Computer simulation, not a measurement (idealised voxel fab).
Documented hereafter: the process module known as voxel ribs on slabs.
The figure presents cross-section cut, which has a width of 265 nm and is divided into square cells with an edge length of 5 nm.
The cross-sections in this document take the form of a grid made of square cells. They are written out as bands, in order from top to bottom. Each band consists of one or more rows of cells. This entry defines a band. It first specifies the height of the band's top and the height of its bottom in nm, and then specifies the band's materials from left to right, stating each material with its width in nm. The word "throughout" identifies a single material that fills the band from edge to edge, while the word "empty" identifies empty space. A quick word on heights: they are counted from 0, and under that level the wafer as it came to us is one material throughout. The lowest band is different from the rest in having no bottom; it simply continues downward, written as in "top 0, no bottom". Think of "30..40" as a width that walks from the first number to the second as you go down the band, top row to bottom row, taking equal-sized steps from row to row. "nothing got changed", as given for a step, is the statement that not any cell of the cross-section underwent a change during that step. Empty spaces without an open route to the top, at least 8 cells in extent, make up the entry "Fully enclosed voids"; each is given as width x height at distance, where the distance is measured from the left edge, and all are in nm. If you see something after the settings on a step's line, that's the simulator's own remark about that step. overlay nm: mask right of planned place by this much (step with mask). Neg. = left.

**Listed below are the process steps as planned**
step 1: op RECEIVE | material Si
step 2: op DIRECTIONAL_DEP | material SiO2 | thk nm 25
step 3: op DIRECTIONAL_DEP | material SiN | thk nm 20
step 4: op MASKED_ETCH | tone cover | mask id RIB | width nm 20 | etch materials SiN | depth nm 15 | overlay nm 0
step 5: op PATTERN | tone cover | mask id SLAB | material resist | width nm 50 | thk nm 15 | overlay nm 0
step 6: op DIRECTIONAL_ETCH | etch materials SiN | depth nm 5
step 7: op STRIP | etch materials resist
step 8: op FILL_DEP | material SiO2 | thk nm 30
step 9: op CMP | height nm 65
step 10: op DIRECTIONAL_DEP | material W | thk nm 10
step 11: op PATTERN | tone cover | mask id HEATER | material resist | width nm 30 | thk nm 20 | overlay nm 0
step 12: op DIRECTIONAL_ETCH | etch materials W | depth nm 10
step 13: op STRIP | etch materials resist
step 14: op CONFORMAL_DEP | material SiO2 | thk nm 10
Quick note for whoever runs this: the wafers start identical, but the width nm at step 5 isn't the same across them. The plan just shows what the first wafer had.

**As received, i.e. after step 1: cross-section through the first of several wafers**
* top 0, no bottom: Si throughout
* Fully enclosed voids: none

**Below is a per-wafer table. In it, each row describes the wafer at the end of the module by giving, for each material, the number of cells gained (+) or lost (-) since the wafer was received, and after that the closed voids of the wafer**
width nm 50; +22 SiN; +781 SiO2; +12 W; Fully enclosed voids: none
width nm 55; +23 SiN; +780 SiO2; +12 W; Fully enclosed voids: none
width nm 60; +24 SiN; +779 SiO2; +12 W; Fully enclosed voids: none
width nm 65; +25 SiN; +778 SiO2; +12 W; Fully enclosed voids: none
width nm 70; +26 SiN; +777 SiO2; +12 W; Fully enclosed voids: none
width nm 75; +27 SiN; +776 SiO2; +12 W; Fully enclosed voids: none
